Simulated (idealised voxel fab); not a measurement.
Process module under the name voxel capacitor over wiring
We display cut, a cross-section 145 nm in width whose square cells are each 5 nm.
A cross-section in this document is a grid of square cells, and it is written down as bands, the top band listed before the ones below it; a band is made up of one or more rows of cells.
This entry defines a band. It first specifies the height of the band's top and the height of its bottom in nm, and then specifies the band's materials from left to right, stating each material with its width in nm. The word "throughout" identifies a single material that fills the band from edge to edge, while the word "blank" identifies empty space.
Below 0: as-received wafer, all one material; heights counted from there. Lowest band: no bottom, goes on down, written "top 0, no bottom".
Per-row width for "30..40": begins at first number (top row of band), ends at second number (bottom row), increment between rows held constant.
You'll sometimes find "no modifications" written for a step, and that's the way of saying that nowhere in the cross-section did a cell change during that step.
"Enclosed empty spaces" lists enclosed empty spaces (at least 8 cells, no open path upward to the top), each as width x height at distance from the left edge, in nm.
On each step's line, the part that comes after the settings is the simulator's own comment on the step.
overlay nm: for a step with a mask, the amount by which the mask lay right of where it was planned; a negative amount means left of it.

### This section lists the process steps that were planned
- 1: RECEIVE: material Si
- 2: CONFORMAL_DEP: material SiO2, thk nm 15
- 3: CONFORMAL_DEP: material SiN, thk nm 5
- 4: DIRECTIONAL_DEP: material SiO2, thk nm 20
- 5: DIRECTIONAL_DEP: material aC, thk nm 10
- 6: PATTERN: tone open, mask id METAL_1, material resist, width nm 20, pitch nm 90, thk nm 30, overlay nm 0
- 7: DIRECTIONAL_ETCH: etch materials aC, depth nm 10
- 8: STRIP: etch materials resist
- 9: DIRECTIONAL_ETCH: etch materials SiO2, depth nm 20
- 10: DIRECTIONAL_ETCH: etch materials SiN, depth nm 5
- 11: STRIP: etch materials aC
- 12: CONFORMAL_DEP: material TiN, thk nm 5
- 13: FILL_DEP: material Cu, thk nm 10
- 14: CMP: height nm 40
- 15: CONFORMAL_DEP: material SiCN, thk nm 5
- 16: DIRECTIONAL_DEP: material lowk, thk nm 15
- 17: DIRECTIONAL_DEP: material aC, thk nm 15
- 18: PATTERN: tone open, mask id PLUG_1, material resist, width nm 15, thk nm 35, overlay nm 0
- 19: DIRECTIONAL_ETCH: etch materials aC, depth nm 15
- 20: STRIP: etch materials resist
- 21: DIRECTIONAL_ETCH: etch materials lowk, depth nm 15
- 22: DIRECTIONAL_ETCH: etch materials SiCN, depth nm 5
- 23: STRIP: etch materials aC
- 24: CONFORMAL_DEP: material TiN, thk nm 5
- 25: FILL_DEP: material Cu, thk nm 5
- 26: CMP: height nm 60
- 27: DIRECTIONAL_DEP: material TiN, thk nm 5
- 28: DIRECTIONAL_DEP: material SiN, thk nm 5
- 29: DIRECTIONAL_DEP: material TiN, thk nm 5
- 30: DIRECTIONAL_DEP: material aC, thk nm 10
- 31: PATTERN: tone cover, mask id UPPER_PLATE, material resist, width nm 75, thk nm 30, overlay nm 0
- 32: DIRECTIONAL_ETCH: etch materials aC, depth nm 10
- 33: STRIP: etch materials resist
- 34: DIRECTIONAL_ETCH: etch materials TiN, depth nm 5
- 35: DIRECTIONAL_ETCH: etch materials SiN, depth nm 5
- 36: STRIP: etch materials aC
- 37: PATTERN: tone cover, mask id LOWER_PLATE, material resist, width nm 85, thk nm 15, overlay nm 0
- 38: DIRECTIONAL_ETCH: etch materials TiN, depth nm 5
- 39: STRIP: etch materials resist
- 40: FILL_DEP: material SiO2, thk nm 20
- 41: CMP: height nm 90
- 42: PATTERN: tone open, mask id PLUG_2, material resist, width nm 15, thk nm 15, overlay nm 0
- 43: DIRECTIONAL_ETCH: etch materials SiO2, depth nm 15
- 44: STRIP: etch materials resist
- 45: CONFORMAL_DEP: material TiN, thk nm 5
- 46: FILL_DEP: material Ru, thk nm 10
- 47: CMP: height nm 90
- 48: CONFORMAL_DEP: material SiN, thk nm 5

### Cross-section of the incoming wafer, state after step 1
top 0, no bottom = Si throughout
Enclosed empty spaces: none

### This is how the wafer looks in cross-section once the module is done, given the starting state and plan above and one mistake in carrying the plan out
top 95, bottom 90 = SiN throughout
top 90, bottom 80 = SiO2 (20), then TiN (5), then Ru (5), then TiN (5), then SiO2 (110)
top 80, bottom 70 = SiO2 (20), then TiN (15..75), then SiO2 (110..50)
top 70, bottom 65 = SiO2 (20), then SiN (75), then SiO2 (50)
top 65, bottom 60 = SiO2 (15), then TiN (85), then SiO2 (45)
top 60, bottom 45 = lowk (20), then TiN (5), then Cu (5), then TiN (5), then lowk (110)
top 45, bottom 40 = SiCN (20), then TiN (15), then SiCN (110)
top 40, bottom 20 = SiO2 (15), then TiN (5), then Cu (10), then TiN (5), then SiO2 (70), then TiN (5), then Cu (10), then TiN (5), then SiO2 (20)
top 20, bottom 15 = SiN (15), then TiN (20), then SiN (70), then TiN (20), then SiN (20)
top 15, bottom 0 = SiO2 throughout
top 0, no bottom = Si throughout
Enclosed empty spaces: none
Error vs. plan: step 42 went in with a setting other than planned; the actual run was PATTERN: tone open, mask id PLUG_2, material resist, width nm 15, thk nm 15, overlay nm -10
